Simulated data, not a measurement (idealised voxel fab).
process module | voxel self aligned vias
cross-section cut | 205 nm wide | cells 5 nm
A cross-section is a grid of square cells, given in bands from the top down. A band is one or more rows of cells.
Each band's line starts with the height of the band's top and of its bottom, in nm. Then come its materials from left to right, each with its width in nm. One material with "throughout" fills the band from edge to edge. "air" is empty space.
Height 0 is the level under which the wafer as received is all one material. The lowest band goes on downwards, as in "0 down".
A width such as "30 to 40" changes by the same amount from each row of cells to the next, from the band's top row to its bottom row.
"no change" after a step means that no cell of the cross-section changed.
closed voids: empty space of 8 cells or more with no open way to the top, each as width x height at its distance from the left edge, in nm
after a step's settings: what the simulator itself notes on the step
overlay nm, on a step with a mask: how far to the right of its planned place the mask lay; to the left if negative
Each pair below shows a cross-section before one step and the cross-section after it, down to the lowest band that changed. The line under each pair gives the step between them, with its settings. The pairs can come from different runs of this module on the same starting wafer, so a pair continues from the pair above only where its "before" says so.
before
  75 to 65: aC throughout
  65 to 45: lowk throughout
  45 to 35: lowk 35 | SiN 20 | lowk 35 | SiN 20 | lowk 35 | SiN 20 | lowk 40
  35 to 20: lowk 35 | TiN 5 | W 10 | TiN 5 | lowk 35 | TiN 5 | W 10 | TiN 5 | lowk 35 | TiN 5 | W 10 | TiN 5 | lowk 40
  20 to 15: lowk 35 | TiN 20 | lowk 35 | TiN 20 | lowk 35 | TiN 20 | lowk 40
  15 to 10: SiCN throughout
  10 to 0: SiO2 throughout
  0 down: Si throughout
  closed voids: none
after
  105 to 75: resist 40 | air 30 | resist 25 | air 30 | resist 25 | air 30 | resist 25
  below 75: unchanged
  closed voids: none
the step between: op PATTERN | tone open | mask id VIAS | material resist | width nm 30 | pitch nm 55 | thk nm 30 | overlay nm 10
before: the cross-section after the pair above
after
  95 to 75: resist 40 | air 30 | resist 25 | air 30 | resist 25 | air 30 | resist 25
  75 to 65: aC 40 | air 30 | aC 25 | air 30 | aC 25 | air 30 | aC 25
  below 65: unchanged
  closed voids: none
the step between: op DIRECTIONAL_ETCH | etch materials aC | depth nm 10
before: the cross-section after the pair above
after
  75 to 65: aC 40 | air 30 | aC 25 | air 30 | aC 25 | air 30 | aC 25
  below 65: unchanged
  closed voids: none
the step between: op STRIP | etch materials resist
before: the cross-section after the pair above
after
  75 to 65: aC 40 | air 30 | aC 25 | air 30 | aC 25 | air 30 | aC 25
  65 to 45: lowk 40 | air 30 | lowk 25 | air 30 | lowk 25 | air 30 | lowk 25
  below 45: unchanged
  closed voids: none
the step between: op DIRECTIONAL_ETCH | etch materials lowk | depth nm 20
before: the cross-section after the pair above
after
  75 to 65: aC 40 | air 30 | aC 25 | air 30 | aC 25 | air 30 | aC 25
  65 to 45: lowk 40 | air 30 | lowk 25 | air 30 | lowk 25 | air 30 | lowk 25
  45 to 35: lowk 35 | SiN 5 | air 15 | lowk 35 | SiN 5 | air 15 | lowk 35 | SiN 5 | air 15 | lowk 40
  below 35: unchanged
  closed voids: none
the step between: op DIRECTIONAL_ETCH | etch materials SiN | depth nm 10
before: the cross-section after the pair above
after
  65 to 45: lowk 40 | air 30 | lowk 25 | air 30 | lowk 25 | air 30 | lowk 25
  below 45: unchanged
  closed voids: none
the step between: op STRIP | etch materials aC
before: the cross-section after the pair above
after
  70 to 65: TiN 45 | air 20 | TiN 35 | air 20 | TiN 35 | air 20 | TiN 30
  65 to 50: lowk 40 | TiN 5 | air 20 | TiN 5 | lowk 25 | TiN 5 | air 20 | TiN 5 | lowk 25 | TiN 5 | air 20 | TiN 5 | lowk 25
  50 to 45: lowk 40 | TiN 5 | air 5 | TiN 20 | lowk 25 | TiN 5 | air 5 | TiN 20 | lowk 25 | TiN 5 | air 5 | TiN 20 | lowk 25
  45 to 40: lowk 35 | SiN 5 | TiN 5 | air 5 | TiN 5 | lowk 35 | SiN 5 | TiN 5 | air 5 | TiN 5 | lowk 35 | SiN 5 | TiN 5 | air 5 | TiN 5 | lowk 40
  40 to 35: lowk 35 | SiN 5 | TiN 15 | lowk 35 | SiN 5 | TiN 15 | lowk 35 | SiN 5 | TiN 15 | lowk 40
  below 35: unchanged
  closed voids: none
the step between: op CONFORMAL_DEP | material TiN | thk nm 5
before: the cross-section after the pair above
after
  75 to 70: Ru throughout
  70 to 65: TiN 45 | Ru 20 | TiN 35 | Ru 20 | TiN 35 | Ru 20 | TiN 30
  65 to 50: lowk 40 | TiN 5 | Ru 20 | TiN 5 | lowk 25 | TiN 5 | Ru 20 | TiN 5 | lowk 25 | TiN 5 | Ru 20 | TiN 5 | lowk 25
  50 to 45: lowk 40 | TiN 5 | Ru 5 | TiN 20 | lowk 25 | TiN 5 | Ru 5 | TiN 20 | lowk 25 | TiN 5 | Ru 5 | TiN 20 | lowk 25
  45 to 40: lowk 35 | SiN 5 | TiN 5 | Ru 5 | TiN 5 | lowk 35 | SiN 5 | TiN 5 | Ru 5 | TiN 5 | lowk 35 | SiN 5 | TiN 5 | Ru 5 | TiN 5 | lowk 40
  below 40: unchanged
  closed voids: none
the step between: op FILL_DEP | material Ru | thk nm 5
before: the cross-section after the pair above
after
  65 to 50: lowk 40 | TiN 5 | Ru 20 | TiN 5 | lowk 25 | TiN 5 | Ru 20 | TiN 5 | lowk 25 | TiN 5 | Ru 20 | TiN 5 | lowk 25
  below 50: unchanged
  closed voids: none
the step between: op CMP | height nm 65
before: the cross-section after the pair above
after
  70 to 65: SiCN throughout
  below 65: unchanged
  closed voids: none
the step between: op CONFORMAL_DEP | material SiCN | thk nm 5
before
  15 to 10: SiCN throughout
  10 to 0: SiO2 throughout
  0 down: Si throughout
  closed voids: none
after
  45 to 15: Ru throughout
  below 15: unchanged
  closed voids: none
the step between: op DIRECTIONAL_DEP | material Ru | thk nm 30
before: the cross-section after the pair above
after
  60 to 45: resist 35 | air 20 | resist 35 | air 20 | resist 35 | air 20 | resist 40
  below 45: unchanged
  closed voids: none
the step between: op PATTERN | tone open | mask id LINES | material resist | width nm 20 | pitch nm 55 | thk nm 15 | overlay nm 0
before: the cross-section after the pair above
after
  45 to 15: Ru throughout
  below 15: unchanged
  closed voids: none
the step between: op STRIP | etch materials resist
before: the cross-section after the pair above
after
  50 to 45: TiN throughout
  below 45: unchanged
  closed voids: none
the step between: op CONFORMAL_DEP | material TiN | thk nm 5
before: the cross-section after the pair above
after
  55 to 50: W throughout
  below 50: unchanged
  closed voids: none
the step between: op FILL_DEP | material W | thk nm 5
before: the cross-section after the pair above
after
  45 to 15: Ru throughout
  below 15: unchanged
  closed voids: none
the step between: op CMP | height nm 45
before: the cross-section after the pair above
after
  35 to 15: Ru throughout
  below 15: unchanged
  closed voids: none
the step between: op SELECTIVE_ETCH | etch materials W Ru TiN | depth nm 10
before: the cross-section after the pair above
after
  45 to 35: SiN throughout
  below 35: unchanged
  closed voids: none
the step between: op FILL_DEP | material SiN | thk nm 10
before: the cross-section after the pair above
after
  65 to 45: lowk throughout
  below 45: unchanged
  closed voids: none
the step between: op DIRECTIONAL_DEP | material lowk | thk nm 20
before: the cross-section after the pair above
after
  75 to 65: aC throughout
  below 65: unchanged
  closed voids: none
the step between: op DIRECTIONAL_DEP | material aC | thk nm 10
before: the cross-section after the pair above
after
  105 to 75: resist 30 | air 30 | resist 25 | air 30 | resist 25 | air 30 | resist 35
  below 75: unchanged
  closed voids: none
the step between: op PATTERN | tone open | mask id VIAS | material resist | width nm 30 | pitch nm 55 | thk nm 30 | overlay nm 0
before: the cross-section after the pair above
after
  95 to 75: resist 30 | air 30 | resist 25 | air 30 | resist 25 | air 30 | resist 35
  75 to 65: aC 30 | air 30 | aC 25 | air 30 | aC 25 | air 30 | aC 35
  below 65: unchanged
  closed voids: none
the step between: op DIRECTIONAL_ETCH | etch materials aC | depth nm 10
before: the cross-section after the pair above
after
  75 to 65: aC 30 | air 30 | aC 25 | air 30 | aC 25 | air 30 | aC 35
  below 65: unchanged
  closed voids: none
the step between: op STRIP | etch materials resist
before: the cross-section after the pair above
after
  75 to 65: aC 30 | air 30 | aC 25 | air 30 | aC 25 | air 30 | aC 35
  65 to 45: lowk 30 | air 30 | lowk 25 | air 30 | lowk 25 | air 30 | lowk 35
  below 45: unchanged
  closed voids: none
the step between: op DIRECTIONAL_ETCH | etch materials lowk | depth nm 20
before: the cross-section after the pair above
after
  75 to 65: aC 30 | air 30 | aC 25 | air 30 | aC 25 | air 30 | aC 35
  65 to 45: lowk 30 | air 30 | lowk 25 | air 30 | lowk 25 | air 30 | lowk 35
  45 to 35: SiN 30 | air 30 | SiN 25 | air 30 | SiN 25 | air 30 | SiN 35
  below 35: unchanged
  closed voids: none
the step between: op DIRECTIONAL_ETCH | etch materials SiN | depth nm 10
before: the cross-section after the pair above
after
  65 to 45: lowk 30 | air 30 | lowk 25 | air 30 | lowk 25 | air 30 | lowk 35
  below 45: unchanged
  closed voids: none
the step between: op STRIP | etch materials aC
before: the cross-section after the pair above
after
  70 to 65: TiN 35 | air 20 | TiN 35 | air 20 | TiN 35 | air 20 | TiN 40
  65 to 45: lowk 30 | TiN 5 | air 20 | TiN 5 | lowk 25 | TiN 5 | air 20 | TiN 5 | lowk 25 | TiN 5 | air 20 | TiN 5 | lowk 35
  45 to 40: SiN 30 | TiN 5 | air 20 | TiN 5 | SiN 25 | TiN 5 | air 20 | TiN 5 | SiN 25 | TiN 5 | air 20 | TiN 5 | SiN 35
  40 to 35: SiN 30 | TiN 30 | SiN 25 | TiN 30 | SiN 25 | TiN 30 | SiN 35
  below 35: unchanged
  closed voids: none
the step between: op CONFORMAL_DEP | material TiN | thk nm 5
before: the cross-section after the pair above
after
  75 to 70: Ru throughout
  70 to 65: TiN 35 | Ru 20 | TiN 35 | Ru 20 | TiN 35 | Ru 20 | TiN 40
  65 to 45: lowk 30 | TiN 5 | Ru 20 | TiN 5 | lowk 25 | TiN 5 | Ru 20 | TiN 5 | lowk 25 | TiN 5 | Ru 20 | TiN 5 | lowk 35
  45 to 40: SiN 30 | TiN 5 | Ru 20 | TiN 5 | SiN 25 | TiN 5 | Ru 20 | TiN 5 | SiN 25 | TiN 5 | Ru 20 | TiN 5 | SiN 35
  below 40: unchanged
  closed voids: none
the step between: op FILL_DEP | material Ru | thk nm 5
before: the cross-section after the pair above
after
  65 to 45: lowk 30 | TiN 5 | Ru 20 | TiN 5 | lowk 25 | TiN 5 | Ru 20 | TiN 5 | lowk 25 | TiN 5 | Ru 20 | TiN 5 | lowk 35
  below 45: unchanged
  closed voids: none
the step between: op CMP | height nm 65
before: the cross-section after the pair above
after
  70 to 65: SiCN throughout
  below 65: unchanged
  closed voids: none
the step between: op CONFORMAL_DEP | material SiCN | thk nm 5
before
  75 to 65: aC throughout
  65 to 45: lowk throughout
  45 to 35: lowk 35 | SiN 20 | lowk 35 | SiN 20 | lowk 35 | SiN 20 | lowk 40
  35 to 20: lowk 35 | TiN 5 | W 10 | TiN 5 | lowk 35 | TiN 5 | W 10 | TiN 5 | lowk 35 | TiN 5 | W 10 | TiN 5 | lowk 40
  20 to 15: lowk 35 | TiN 20 | lowk 35 | TiN 20 | lowk 35 | TiN 20 | lowk 40
  15 to 10: SiCN throughout
  10 to 0: SiO2 throughout
  0 down: Si throughout
  closed voids: none
after
  105 to 75: air 30 | resist 30 | air 25 | resist 30 | air 25 | resist 30 | air 35
  below 75: unchanged
  closed voids: none
the step between: op PATTERN | tone cover | mask id VIAS | material resist | width nm 30 | pitch nm 55 | thk nm 30 | overlay nm 0
before: the cross-section after the pair above
after
  95 to 75: air 30 | resist 30 | air 25 | resist 30 | air 25 | resist 30 | air 35
  75 to 65: air 30 | aC 30 | air 25 | aC 30 | air 25 | aC 30 | air 35
  below 65: unchanged
  closed voids: none
the step between: op DIRECTIONAL_ETCH | etch materials aC | depth nm 10
before: the cross-section after the pair above
after
  75 to 65: air 30 | aC 30 | air 25 | aC 30 | air 25 | aC 30 | air 35
  below 65: unchanged
  closed voids: none
the step between: op STRIP | etch materials resist
before: the cross-section after the pair above
after
  75 to 65: air 30 | aC 30 | air 25 | aC 30 | air 25 | aC 30 | air 35
  65 to 45: air 30 | lowk 30 | air 25 | lowk 30 | air 25 | lowk 30 | air 35
  below 45: unchanged
  closed voids: none
the step between: op DIRECTIONAL_ETCH | etch materials lowk | depth nm 20
before: the cross-section after the pair above
after
  65 to 45: air 30 | lowk 30 | air 25 | lowk 30 | air 25 | lowk 30 | air 35
  below 45: unchanged
  closed voids: none
the step between: op STRIP | etch materials aC
before: the cross-section after the pair above
after
  70 to 65: air 25 | TiN 40 | air 15 | TiN 40 | air 15 | TiN 40 | air 30
  65 to 50: air 25 | TiN 5 | lowk 30 | TiN 5 | air 15 | TiN 5 | lowk 30 | TiN 5 | air 15 | TiN 5 | lowk 30 | TiN 5 | air 30
  50 to 45: TiN 30 | lowk 30 | TiN 25 | lowk 30 | TiN 25 | lowk 30 | TiN 35
  below 45: unchanged
  closed voids: none
the step between: op CONFORMAL_DEP | material TiN | thk nm 5
before: the cross-section after the pair above
after
  75 to 70: Ru throughout
  70 to 65: Ru 25 | TiN 40 | Ru 15 | TiN 40 | Ru 15 | TiN 40 | Ru 30
  65 to 50: Ru 25 | TiN 5 | lowk 30 | TiN 5 | Ru 15 | TiN 5 | lowk 30 | TiN 5 | Ru 15 | TiN 5 | lowk 30 | TiN 5 | Ru 30
  below 50: unchanged
  closed voids: none
the step between: op FILL_DEP | material Ru | thk nm 5
before: the cross-section after the pair above
after
  65 to 50: Ru 25 | TiN 5 | lowk 30 | TiN 5 | Ru 15 | TiN 5 | lowk 30 | TiN 5 | Ru 15 | TiN 5 | lowk 30 | TiN 5 | Ru 30
  below 50: unchanged
  closed voids: none
the step between: op CMP | height nm 65
before: the cross-section after the pair above
after
  70 to 65: SiCN throughout
  below 65: unchanged
  closed voids: none
the step between: op CONFORMAL_DEP | material SiCN | thk nm 5
